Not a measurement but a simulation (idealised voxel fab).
The name of this process module is voxel capacitor over wiring.
165 nm wide, 5 nm square cells: that's cross-section cut.
Just so we're on the same page, the cross-sections are grids of square cells, and they're listed out in bands top to bottom, each band one or more rows deep.
For a band, the entry starts with two heights in nm, that of the top and then that of the bottom, and carries on with the band's materials in order from left to right, each alongside its width in nm; the word "all across" beside a single material means it fills the band edge to edge, and "blank" means empty space.
A quick word on heights: they are counted from 0, and under that level the wafer as it came to us is one material throughout. The lowest band is different from the rest in having no bottom; it simply continues downward, written as in "from 0 down".
Width: "30->40" (first number = top row, second number = bottom row, same change from row to row of cells).
Step marked "no modifications"? Then no cell in the cross-section changed in it.
"Fully closed voids" - sealed voids, min. 8 cells, no opening to top; format: width x height at distance (distance from left edge; nm throughout).
The remark found on a step's line after its settings is issued by the simulator itself and pertains to that step.
"overlay nm" on a masked step: distance the mask lay right of its planned place, negative for left.
PLANNED STEP LIST FOR THE PROCESS
1 RECEIVE | material Si
2 CONFORMAL_DEP | material SiO2 | thk nm 15
3 CONFORMAL_DEP | material SiN | thk nm 5
4 DIRECTIONAL_DEP | material lowk | thk nm 20
5 PATTERN | tone open | mask id METAL_1 | material resist | width nm 25 | pitch nm 90 | thk nm 15 | overlay nm 0
6 DIRECTIONAL_ETCH | etch materials lowk | depth nm 20
7 DIRECTIONAL_ETCH | etch materials SiN | depth nm 5
8 STRIP | etch materials resist
9 CONFORMAL_DEP | material TiN | thk nm 5
10 FILL_DEP | material W | thk nm 10
11 CMP | height nm 40
12 CONFORMAL_DEP | material SiCN | thk nm 5
13 DIRECTIONAL_DEP | material SiO2 | thk nm 15
14 MASKED_ETCH | tone open | mask id PLUG_1 | width nm 15 | etch materials SiO2 | depth nm 15 | overlay nm 0
15 MASKED_ETCH | tone open | mask id PLUG_1 | width nm 15 | etch materials SiCN | depth nm 5 | overlay nm 0
16 EPI | material Ru | thk nm 10
17 EPI | material Ru | thk nm 10
18 DIRECTIONAL_DEP | material TiN | thk nm 10
19 DIRECTIONAL_DEP | material SiN | thk nm 5
20 DIRECTIONAL_DEP | material TiN | thk nm 10
21 PATTERN | tone cover | mask id UPPER_PLATE | material resist | width nm 70 | thk nm 20 | overlay nm 0
22 DIRECTIONAL_ETCH | etch materials TiN | depth nm 10
23 DIRECTIONAL_ETCH | etch materials SiN | depth nm 5
24 STRIP | etch materials resist
25 MASKED_ETCH | tone cover | mask id LOWER_PLATE | width nm 80 | etch materials TiN | depth nm 10 | overlay nm 0
26 FILL_DEP | material SiO2 | thk nm 20
27 CMP | height nm 100
28 DIRECTIONAL_DEP | material aC | thk nm 15
29 PATTERN | tone open | mask id PLUG_2 | material resist | width nm 15 | thk nm 35 | overlay nm 0
30 DIRECTIONAL_ETCH | etch materials aC | depth nm 15
31 STRIP | etch materials resist
32 DIRECTIONAL_ETCH | etch materials SiO2 | depth nm 15
33 STRIP | etch materials aC
34 CONFORMAL_DEP | material TiN | thk nm 5
35 FILL_DEP | material Ru | thk nm 10
36 CMP | height nm 100
37 CONFORMAL_DEP | material SiCN | thk nm 5
CROSS-SECTION, INCOMING MATERIAL, AFTER STEP 1
  from 0 down = Si all across
  Fully closed voids: none
THE FIRST OF THE TWO WAFERS AS SEEN IN CROSS-SECTION ONCE THE MODULE WAS FINISHED; PROCESSING FOLLOWED THE PLAN
  from 105 to 100 = SiCN all across
  from 100 to 90 = SiO2 45, then TiN 5, then Ru 5, then TiN 5, then SiO2 105
  from 90 to 85 = SiO2 45, then TiN 15, then SiO2 105
  from 85 to 75 = SiO2 35, then TiN 70, then SiO2 60
  from 75 to 70 = SiO2 35, then SiN 70, then SiO2 60
  from 70 to 60 = SiO2 30, then TiN 80, then SiO2 55
  from 60 to 45 = SiO2 35, then Ru 15, then SiO2 115
  from 45 to 40 = SiCN 35, then Ru 15, then SiCN 115
  from 40 to 20 = lowk 25, then TiN 5, then W 15, then TiN 5, then lowk 65, then TiN 5, then W 15, then TiN 5, then lowk 25
  from 20 to 15 = SiN 25, then TiN 25, then SiN 65, then TiN 25, then SiN 25
  from 15 to 0 = SiO2 all across
  from 0 down = Si all across
  Fully closed voids: none
END-OF-MODULE CROSS-SECTION OF THE SECOND WAFER: IDENTICAL STARTING POINT AND PROCESS PLAN TO THE FIRST, WITH ONE PROCESSING MISTAKE
  from 105 to 100 = SiCN all across
  from 100 to 90 = SiO2 45, then TiN 5, then Ru 5, then TiN 5, then SiO2 105
  from 90 to 85 = SiO2 45, then TiN 15, then SiO2 105
  from 85 to 75 = SiO2 35, then TiN 70, then SiO2 60
  from 75 to 65 = SiO2 30, then TiN 80, then SiO2 55
  from 65 to 60 = SiN all across
  from 60 to 45 = SiO2 35, then Ru 15, then SiO2 115
  from 45 to 40 = SiCN 35, then Ru 15, then SiCN 115
  from 40 to 20 = lowk 25, then TiN 5, then W 15, then TiN 5, then lowk 65, then TiN 5, then W 15, then TiN 5, then lowk 25
  from 20 to 15 = SiN 25, then TiN 25, then SiN 65, then TiN 25, then SiN 25
  from 15 to 0 = SiO2 all across
  from 0 down = Si all across
  Fully closed voids: none
What broke from the plan during processing? plan steps 18 and 19 run swapped
In the final state, the cell counts of the second wafer exceed or fall short of those of the first for the following materials: +19 SiN | -19 SiO2
